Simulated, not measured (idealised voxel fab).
Name of the process module below: voxel ribs on slabs
cross-section cut | 165 nm wide | cells 5 nm
Just so we're on the same page, the cross-sections are grids of square cells, and they're listed out in bands top to bottom, each band one or more rows deep.
Top, bottom (nm), then materials left to right with widths (nm); lone material tagged "full width" fills the whole band edge to edge; "empty" = empty space.
The level at which height equals 0 is the one under which the wafer, as it arrives, is entirely one material. No lower edge exists for the bottom band, which continues downward and is notated as in "0 down".
A width given as "30->40" starts at the first number in the band's top row and ends at the second number in its bottom row, shifting by an equal amount at every step from row to row.
"all unchanged", as given for a step, is the statement that not any cell of the cross-section underwent a change during that step.
Look at "Unvented internal voids" for the closed voids: empty spaces with no open path to the top, sized 8 cells or up. Each is width x height at distance, distance from the left edge, all nm.
That trailing text on a step's line, after the settings, is the simulator's own remark on the step.
If you see "overlay nm" on a step's line and that step has a mask, it's telling you how far right of where it was planned the mask ended up; a negative number means it went left instead.

## Set out below are the planned steps of the process
1: RECEIVE (material Si)
2: DIRECTIONAL_DEP (material SiO2; thk nm 30)
3: DIRECTIONAL_DEP (material polySi; thk nm 20)
4: MASKED_ETCH (tone cover; mask id RIB; width nm 30; etch materials polySi; depth nm 15; overlay nm 0)
5: MASKED_ETCH (tone cover; mask id SLAB; width nm 70; etch materials polySi; depth nm 5; overlay nm 0)
6: FILL_DEP (material SiO2; thk nm 20)
7: CMP (height nm 60)
8: DIRECTIONAL_DEP (material W; thk nm 5)
9: PATTERN (tone cover; mask id HEATER; material resist; width nm 40; thk nm 20; overlay nm 0)
10: DIRECTIONAL_ETCH (etch materials W; depth nm 5)
11: STRIP (etch materials resist)
12: CONFORMAL_DEP (material SiO2; thk nm 5)

## Wafer as received: cross-section following step 1
- 0 down | Si full width
- Unvented internal voids: none

## first wafer at the end, as planned
- 70 to 65 | empty 55 nm; SiO2 50 nm; empty 60 nm
- 65 to 60 | SiO2 60 nm; W 40 nm; SiO2 65 nm
- 60 to 50 | SiO2 full width
- 50 to 35 | SiO2 65 nm; polySi 30 nm; SiO2 70 nm
- 35 to 30 | SiO2 45 nm; polySi 70 nm; SiO2 50 nm
- 30 to 0 | SiO2 full width
- 0 down | Si full width
- Unvented internal voids: none

## Wafer two cross-section, module end. Start and plan unchanged from wafer one; one mistake made during the run
- 65 to 60 | empty 60 nm; W 40 nm; empty 65 nm
- 60 to 50 | SiO2 full width
- 50 to 35 | SiO2 65 nm; polySi 30 nm; SiO2 70 nm
- 35 to 30 | SiO2 45 nm; polySi 70 nm; SiO2 50 nm
- 30 to 0 | SiO2 full width
- 0 down | Si full width
- Unvented internal voids: none
So what did we get wrong on this run? step 12 of the plan was bypassed and not carried out
Final difference in cells, second wafer against first, listed per material as more or fewer: SiO2 -35
